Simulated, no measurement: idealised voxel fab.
Documented hereafter: the process module known as voxel spacer lines.
Section cut is 270 nm wide and gridded with 5 nm square cells.
Each cross-section below is a grid of square cells, stated as bands in top-down order, with one or more rows of cells making up each band.
What a band's entry tells you: where the top is and where the bottom is, as heights in nm, and after that what lies inside, material by material from left to right, each with its width in nm. Empty space is written as the word "air", and a single material marked with the word "all across" occupies the band from edge to edge.
Heights are reckoned from 0. Under this level, the received wafer is all of one material. The bottommost band is open-ended downward, for example "0 nm and below".
You'd read "30->40" like this: the band's top row of cells is as wide as the first number, its bottom row is as wide as the second, and going down, every row changes width by the same amount as the row before did.
Basically "no change occurred" means that step didn't change any cell in the cross-section.
Entry "closed voids" = empty spaces >= 8 cells with no open way to the top; each as width x height at distance, distance from left edge, all nm.
Post-settings text on a step line: simulator's own remark regarding the step.
The setting "overlay nm" may be written on the line of a step. When the step uses a mask, the value reports how far to the right of the planned place the mask lay, and a negative value reports that it lay to the left.
## The planned process steps are enumerated hereunder
1) RECEIVE, material Si
2) CONFORMAL_DEP, material Al2O3, thk nm 5
3) DIRECTIONAL_DEP, material SiN, thk nm 15
4) DIRECTIONAL_DEP, material aC, thk nm 20
5) PATTERN, tone cover, mask id MANDREL, material resist, width nm 25, pitch nm 70, thk nm 25, overlay nm 0
6) DIRECTIONAL_ETCH, etch materials aC, depth nm 20
7) STRIP, etch materials resist
8) CONFORMAL_DEP, material SiO2, thk nm 10
9) DIRECTIONAL_ETCH, etch materials SiO2, depth nm 10
10) STRIP, etch materials aC
11) DIRECTIONAL_ETCH, etch materials SiN, depth nm 15
12) STRIP, etch materials SiO2
13) FILL_DEP, material SiO2, thk nm 10
14) CMP, height nm 20
## Cross-section of the wafer upon arrival, representing the state reached after step 1
- 0 nm and below | Si all across
- closed voids: none
## Starting structure and process plan are as shown above, but one mistake was made in running the module; the wafer cross-section at the end of the module follows
- 20 nm to 5 nm | 30 nm SiO2, 10 nm SiN, 25 nm SiO2, 10 nm SiN, 25 nm SiO2, 10 nm SiN, 25 nm SiO2, 10 nm SiN, 25 nm SiO2, 10 nm SiN, 25 nm SiO2, 10 nm SiN, 55 nm SiO2
- 5 nm to 0 nm | Al2O3 all across
- 0 nm and below | Si all across
- closed voids: none
It is concluded that the wafer was processed incorrectly with respect to the plan, in that not per plan at step 5, really ran PATTERN, tone cover, mask id MANDREL, material resist, width nm 25, pitch nm 70, thk nm 25, overlay nm -10
